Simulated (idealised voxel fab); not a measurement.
voxel air gaps: a process module
Cross-sectional view cut (width: 295 nm; square cell size: 5 nm).
A cross-section is written here as square cells arranged in a grid, and it is given in bands from the top down, each band taking up one or more rows of cells. The entry gives the band's vertical extent as a top height and a bottom height in nm, then its horizontal make-up as materials from left to right, each with a width in nm. "blank" stands for empty space; a single material marked "full width" fills the band edge to edge. Where do heights start? At 0: under that level the wafer as delivered is made of one material only. And the lowest band has no floor; it just carries on downward, as in "0 nm and below". It should be noted that a width expressed as "30..40" varies in equal increments from row to row of cells within the band, taking the value of the first number at the top row and that of the second number at the bottom row. For the purposes of this document, the phrase "everything unchanged" attached to a step denotes that no cell within the cross-section was modified by that step. You'll see "Enclosed void catalog" listing empty spaces that have no way open to the top, as long as they're 8 cells or more; the notation is width x height at distance, where the distance is from the left edge, and all of it is in nm. On a step's line, text after the settings is the simulator commenting on that step. The optional step-line setting "overlay nm" applies to steps with a mask and quantifies how far to the right of its planned location the mask lay, a negative value indicating leftward placement.
# These are the steps we planned for the process
1 RECEIVE [material Si]
2 CONFORMAL_DEP [material SiO2] [thk nm 10]
3 CONFORMAL_DEP [material SiCN] [thk nm 5]
4 DIRECTIONAL_DEP [material SiO2] [thk nm 30]
5 PATTERN [tone open] [mask id LINES] [material resist] [width nm 25] [pitch nm 55] [thk nm 15] [overlay nm 0]
6 DIRECTIONAL_ETCH [etch materials SiO2] [depth nm 30]
7 STRIP [etch materials resist]
8 CONFORMAL_DEP [material TiN] [thk nm 5]
9 FILL_DEP [material Ru] [thk nm 5]
10 CMP [height nm 45]
11 EPI [material Ru] [thk nm 10]
12 SELECTIVE_ETCH [etch materials SiO2] [depth nm 40]
13 CONFORMAL_DEP [material SiCN] [thk nm 5]
# Wafer cross-section on receipt, i.e. after step 1
- 0 nm and below = Si full width
- Enclosed void catalog: none
# Cross-section: first of two wafers, module finished, run according to plan
- 60 nm to 55 nm = 35 of blank / 220 of SiCN / 40 of blank
- 55 nm to 45 nm = 35 of blank / 5 of SiCN / 45 of Ru / 10 of SiCN / 45 of Ru / 10 of SiCN / 45 of Ru / 10 of SiCN / 45 of Ru / 5 of SiCN / 40 of blank
- 45 nm to 40 nm = 35 of blank / 15 of SiCN / 5 of TiN / 15 of Ru / 5 of TiN / 30 of SiCN / 5 of TiN / 15 of Ru / 5 of TiN / 30 of SiCN / 5 of TiN / 15 of Ru / 5 of TiN / 30 of SiCN / 5 of TiN / 15 of Ru / 5 of TiN / 15 of SiCN / 40 of blank
- 40 nm to 20 nm = 45 of blank / 5 of SiCN / 5 of TiN / 15 of Ru / 5 of TiN / 5 of SiCN / 20 of blank / 5 of SiCN / 5 of TiN / 15 of Ru / 5 of TiN / 5 of SiCN / 20 of blank / 5 of SiCN / 5 of TiN / 15 of Ru / 5 of TiN / 5 of SiCN / 20 of blank / 5 of SiCN / 5 of TiN / 15 of Ru / 5 of TiN / 5 of SiCN / 50 of blank
- 20 nm to 15 nm = 50 of SiCN / 25 of TiN / 30 of SiCN / 25 of TiN / 30 of SiCN / 25 of TiN / 30 of SiCN / 25 of TiN / 55 of SiCN
- 15 nm to 10 nm = SiCN full width
- 10 nm to 0 nm = SiO2 full width
- 0 nm and below = Si full width
- Enclosed void catalog: 20 x 20 at 80; 20 x 20 at 135; 20 x 20 at 190
# Presented here is a cross-section of the second of the two wafers as it stood at the end of the module. It was started in the same manner and assigned the same plan as the first wafer; however, one mistake was made in its execution
- 60 nm to 55 nm = SiCN full width
- 55 nm to 45 nm = 60 of Ru / 5 of SiCN / 50 of Ru / 5 of SiCN / 50 of Ru / 5 of SiCN / 50 of Ru / 5 of SiCN / 65 of Ru
- 45 nm to 40 nm = 45 of Ru / 5 of TiN / 25 of SiCN / 5 of TiN / 20 of Ru / 5 of TiN / 25 of SiCN / 5 of TiN / 20 of Ru / 5 of TiN / 25 of SiCN / 5 of TiN / 20 of Ru / 5 of TiN / 25 of SiCN / 5 of TiN / 50 of Ru
- 40 nm to 20 nm = 45 of Ru / 5 of TiN / 5 of SiCN / 15 of blank / 5 of SiCN / 5 of TiN / 20 of Ru / 5 of TiN / 5 of SiCN / 15 of blank / 5 of SiCN / 5 of TiN / 20 of Ru / 5 of TiN / 5 of SiCN / 15 of blank / 5 of SiCN / 5 of TiN / 20 of Ru / 5 of TiN / 5 of SiCN / 15 of blank / 5 of SiCN / 5 of TiN / 50 of Ru
- 20 nm to 15 nm = 50 of TiN / 25 of SiCN / 30 of TiN / 25 of SiCN / 30 of TiN / 25 of SiCN / 30 of TiN / 25 of SiCN / 55 of TiN
- 15 nm to 10 nm = SiCN full width
- 10 nm to 0 nm = SiO2 full width
- 0 nm and below = Si full width
- Enclosed void catalog: 15 x 20 at 55; 15 x 20 at 110; 15 x 20 at 165; 15 x 20 at 220
Processing error: note that step 5 departed from the planned setting and was carried out as PATTERN [tone cover] [mask id LINES] [material resist] [width nm 25] [pitch nm 55] [thk nm 15] [overlay nm 0]
Cell-count delta at end, second wafer over first, by material: Ru +133, SiCN -16, TiN +19
Long story short, the first wafer ends with 3 closed voids and the second one with 4.
